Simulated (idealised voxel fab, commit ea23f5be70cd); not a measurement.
process module | voxel self aligned contacts
Each square cell in cross-section cut measures 5 nm, and the section as a whole is 205 nm wide.
Heads up, the way a cross-section reads in here is a grid of square cells, handed over as bands from the top down, with every band being one or more rows of cells.
Each band's line starts with the height of the band's top and of its bottom, in nm. Then come its materials from left to right, each with its width in nm. One material with "throughout" fills the band from edge to edge. "empty" is empty space.
The level at which height equals 0 is the one under which the wafer, as it arrives, is entirely one material. No lower edge exists for the bottom band, which continues downward and is notated as in "0 down".
A width such as "30->40" changes by the same amount from each row of cells to the next, from the band's top row to its bottom row.
Step marked "all unchanged"? Then no cell in the cross-section changed in it.
If an empty space has no open way to the top and is at least 8 cells in size, "Enclosed voids" lists it, written width x height at distance, where distance is measured from the left edge and every value is in nm.
On each step's line, the part that comes after the settings is the simulator's own comment on the step.
overlay nm: for a step with a mask, the amount by which the mask lay right of where it was planned; a negative amount means left of it.

This section lists the process steps that were planned:
step 1: op RECEIVE | material Si
step 2: op CONFORMAL_DEP | material SiO2 | thk nm 5
step 3: op DIRECTIONAL_DEP | material polySi | thk nm 30
step 4: op DIRECTIONAL_DEP | material SiN | thk nm 20
step 5: op PATTERN | tone cover | mask id GATE | material resist | width nm 30 | pitch nm 60 | thk nm 20 | overlay nm 0
step 6: op DIRECTIONAL_ETCH | etch materials SiN | depth nm 20
step 7: op DIRECTIONAL_ETCH | etch materials polySi | depth nm 30
step 8: op STRIP | etch materials resist
step 9: op CONFORMAL_DEP | material SiN | thk nm 5
step 10: op DIRECTIONAL_ETCH | etch materials SiN | depth nm 5
step 11: op FILL_DEP | material SiO2 | thk nm 15
step 12: op CMP | height nm 60
step 13: op PATTERN | tone open | mask id CONTACT | material resist | width nm 40 | thk nm 15 | overlay nm 0
step 14: op DIRECTIONAL_ETCH | etch materials SiO2 | depth nm 60
step 15: op STRIP | etch materials resist
step 16: op CONFORMAL_DEP | material TiN | thk nm 5
step 17: op FILL_DEP | material W | thk nm 10
step 18: op CMP | height nm 60
step 19: op CONFORMAL_DEP | material SiN | thk nm 5

This is the cross-section of the wafer as we received it, i.e. after step 1:
0 down  Si throughout
Enclosed voids: none

Looking at the first of two wafers in cross-section at end of module - ran to plan:
65 to 60  SiN throughout
60 to 55  SiO2: 80 | TiN: 15 | W: 10 | TiN: 15 | SiO2: 85
55 to 35  SiO2: 50 | SiN: 40 | TiN: 5 | W: 10 | TiN: 5 | SiN: 40 | SiO2: 55
35 to 5  SiO2: 50 | SiN: 5 | polySi: 30 | SiN: 5 | TiN: 5 | W: 10 | TiN: 5 | SiN: 5 | polySi: 30 | SiN: 5 | SiO2: 55
5 to 0  SiO2: 90 | TiN: 20 | SiO2: 95
0 down  Si throughout
Enclosed voids: none

Same start, same plan as the first wafer - but one mistake in the run. Cross-section of the second of the two at the end of the module:
65 to 60  SiN throughout
60 to 55  W: 45 | TiN: 35 | SiO2: 40 | TiN: 35 | W: 50
55 to 35  W: 45 | TiN: 5 | SiN: 40 | SiO2: 20 | SiN: 40 | TiN: 5 | W: 50
35 to 5  W: 45 | TiN: 5 | SiN: 5 | polySi: 30 | SiN: 5 | SiO2: 20 | SiN: 5 | polySi: 30 | SiN: 5 | TiN: 5 | W: 50
5 to 0  TiN: 50 | SiO2: 100 | TiN: 55
0 down  Si throughout
Enclosed voids: none
What went wrong in running the wafer? for step 13, the planned setting was not used; the step was instead run as op PATTERN | tone cover | mask id CONTACT | material resist | width nm 40 | thk nm 15 | overlay nm 0
The final cell counts differ between the wafers, with the second having more or fewer of some materials than the first: -212 SiO2; +25 TiN; +187 W
